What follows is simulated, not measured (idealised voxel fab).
Module name: voxel wiring stack (process module)
Xsec cut, 250 nm wide, square cell size 5 nm.
Reading order for cross-sections: top band down to bottom band. Underlying form: a grid of square cells. Band size: one or more rows of cells.
Look at the band entry: it leads with the top's height and the bottom's height in nm. Then it lists the materials left to right, with a width in nm for each. The word "edge to edge" on a single material says that material fills the band edge to edge. The word "blank" is empty space.
Where do heights start? At 0: under that level the wafer as delivered is made of one material only. And the lowest band has no floor; it just carries on downward, as in "0 -> down".
A width given as "30..40" starts at the first number in the band's top row and ends at the second number in its bottom row, shifting by an equal amount at every step from row to row.
"no change" after a step means that no cell of the cross-section changed.
You'll see "Sealed internal cavities" listing empty spaces that have no way open to the top, as long as they're 8 cells or more; the notation is width x height at distance, where the distance is from the left edge, and all of it is in nm.
Read whatever lies past the settings on a step's line as the simulator's own remark about the step.
overlay nm: on a step with a mask, how far right of its planned place the mask lay; negative means left.

### The planned process steps are enumerated hereunder
1: RECEIVE: material Si
2: CONFORMAL_DEP: material SiO2, thk nm 10
3: CONFORMAL_DEP: material SiN, thk nm 5
4: DIRECTIONAL_DEP: material lowk, thk nm 20
5: DIRECTIONAL_DEP: material aC, thk nm 15
6: PATTERN: tone open, mask id METAL_1, material resist, width nm 25, pitch nm 50, thk nm 30, overlay nm 0
7: DIRECTIONAL_ETCH: etch materials aC, depth nm 15
8: STRIP: etch materials resist
9: DIRECTIONAL_ETCH: etch materials lowk, depth nm 20
10: DIRECTIONAL_ETCH: etch materials SiN, depth nm 5
11: STRIP: etch materials aC
12: CONFORMAL_DEP: material TiN, thk nm 5
13: FILL_DEP: material Cu, thk nm 5
14: CMP: height nm 35
15: CONFORMAL_DEP: material SiCN, thk nm 5
16: DIRECTIONAL_DEP: material lowk, thk nm 25
17: DIRECTIONAL_DEP: material aC, thk nm 15
18: PATTERN: tone open, mask id METAL_2_HOLES, material resist, width nm 15, pitch nm 100, thk nm 35, overlay nm 0
19: DIRECTIONAL_ETCH: etch materials aC, depth nm 15
20: STRIP: etch materials resist
21: DIRECTIONAL_ETCH: etch materials lowk, depth nm 25
22: STRIP: etch materials aC
23: PATTERN: tone open, mask id METAL_2, material resist, width nm 25, pitch nm 50, thk nm 15, overlay nm 0
24: DIRECTIONAL_ETCH: etch materials lowk, depth nm 15
25: DIRECTIONAL_ETCH: etch materials SiCN, depth nm 5
26: STRIP: etch materials resist
27: CONFORMAL_DEP: material TiN, thk nm 5
28: FILL_DEP: material Ru, thk nm 5
29: CMP: height nm 65
30: CONFORMAL_DEP: material SiCN, thk nm 5
31: DIRECTIONAL_DEP: material lowk, thk nm 35
32: DIRECTIONAL_DEP: material aC, thk nm 15
33: PATTERN: tone open, mask id METAL_3, material resist, width nm 25, pitch nm 50, thk nm 30, overlay nm 0
34: DIRECTIONAL_ETCH: etch materials aC, depth nm 15
35: STRIP: etch materials resist
36: DIRECTIONAL_ETCH: etch materials lowk, depth nm 20
37: STRIP: etch materials aC
38: MASKED_ETCH: tone open, mask id METAL_3_HOLES, width nm 15, pitch nm 100, etch materials lowk, depth nm 15, overlay nm 0
39: MASKED_ETCH: tone open, mask id METAL_3_HOLES, width nm 15, pitch nm 100, etch materials SiCN, depth nm 5, overlay nm 0
40: CONFORMAL_DEP: material TiN, thk nm 5
41: FILL_DEP: material Cu, thk nm 10
42: CMP: height nm 105
43: CONFORMAL_DEP: material SiCN, thk nm 5
44: DIRECTIONAL_DEP: material SiO2, thk nm 35
45: PATTERN: tone open, mask id METAL_4, material resist, width nm 25, pitch nm 50, thk nm 20, overlay nm 0
46: DIRECTIONAL_ETCH: etch materials SiO2, depth nm 20
47: STRIP: etch materials resist
48: MASKED_ETCH: tone open, mask id METAL_4_HOLES, width nm 15, pitch nm 50, etch materials SiO2, depth nm 15, overlay nm 0
49: MASKED_ETCH: tone open, mask id METAL_4_HOLES, width nm 15, pitch nm 50, etch materials SiCN, depth nm 5, overlay nm 0
50: CONFORMAL_DEP: material TiN, thk nm 5
51: FILL_DEP: material Cu, thk nm 10
52: CMP: height nm 145
53: CONFORMAL_DEP: material SiCN, thk nm 5

### Incoming wafer, cross-sectional view, post step 1
- 0 -> down = Si edge to edge
- Sealed internal cavities: none

### Cross-section at module end, one run error; start and plan unchanged from above
- 165 -> 160 = SiCN edge to edge
- 160 -> 150 = Cu edge to edge
- 150 -> 145 = 40 TiN, 15 Cu, 35 TiN, 15 Cu, 35 TiN, 15 Cu, 35 TiN, 15 Cu, 45 TiN
- 145 -> 130 = 35 SiO2, 5 TiN, 15 Cu, 5 TiN, 25 SiO2, 5 TiN, 15 Cu, 5 TiN, 25 SiO2, 5 TiN, 15 Cu, 5 TiN, 25 SiO2, 5 TiN, 15 Cu, 5 TiN, 40 SiO2
- 130 -> 125 = 35 SiO2, 5 TiN, 5 Cu, 15 TiN, 25 SiO2, 5 TiN, 5 Cu, 15 TiN, 25 SiO2, 5 TiN, 5 Cu, 15 TiN, 25 SiO2, 5 TiN, 5 Cu, 15 TiN, 40 SiO2
- 125 -> 110 = 35 SiO2, 5 TiN, 5 Cu, 5 TiN, 35 SiO2, 5 TiN, 5 Cu, 5 TiN, 35 SiO2, 5 TiN, 5 Cu, 5 TiN, 35 SiO2, 5 TiN, 5 Cu, 5 TiN, 50 SiO2
- 110 -> 105 = 35 SiCN, 15 TiN, 35 SiCN, 15 TiN, 35 SiCN, 15 TiN, 35 SiCN, 15 TiN, 50 SiCN
- 105 -> 90 = 35 lowk, 5 TiN, 15 Cu, 5 TiN, 25 lowk, 5 TiN, 15 Cu, 5 TiN, 25 lowk, 5 TiN, 15 Cu, 5 TiN, 25 lowk, 5 TiN, 15 Cu, 5 TiN, 40 lowk
- 90 -> 85 = 35 lowk, 5 TiN, 5 Cu, 15 TiN, 25 lowk, 25 TiN, 25 lowk, 5 TiN, 5 Cu, 15 TiN, 25 lowk, 25 TiN, 40 lowk
- 85 -> 70 = 35 lowk, 5 TiN, 5 Cu, 5 TiN, 85 lowk, 5 TiN, 5 Cu, 5 TiN, 100 lowk
- 70 -> 65 = 35 SiCN, 15 TiN, 85 SiCN, 15 TiN, 100 SiCN
- 65 -> 55 = 35 lowk, 5 TiN, 15 Ru, 5 TiN, 25 lowk, 5 TiN, 15 Ru, 5 TiN, 25 lowk, 5 TiN, 15 Ru, 5 TiN, 25 lowk, 5 TiN, 15 Ru, 5 TiN, 40 lowk
- 55 -> 50 = 35 lowk, 5 TiN, 5 Ru, 15 TiN, 25 lowk, 25 TiN, 25 lowk, 5 TiN, 5 Ru, 15 TiN, 25 lowk, 25 TiN, 40 lowk
- 50 -> 40 = 35 lowk, 5 TiN, 5 Ru, 5 TiN, 85 lowk, 5 TiN, 5 Ru, 5 TiN, 100 lowk
- 40 -> 35 = 35 SiCN, 15 TiN, 85 SiCN, 15 TiN, 100 SiCN
- 35 -> 15 = 35 lowk, 5 TiN, 15 Cu, 5 TiN, 25 lowk, 5 TiN, 15 Cu, 5 TiN, 25 lowk, 5 TiN, 15 Cu, 5 TiN, 25 lowk, 5 TiN, 15 Cu, 5 TiN, 40 lowk
- 15 -> 10 = 35 SiN, 25 TiN, 25 SiN, 25 TiN, 25 SiN, 25 TiN, 25 SiN, 25 TiN, 40 SiN
- 10 -> 0 = SiO2 edge to edge
- 0 -> down = Si edge to edge
- Sealed internal cavities: none
Processing error: step 52 of the plan was excluded from execution and never run
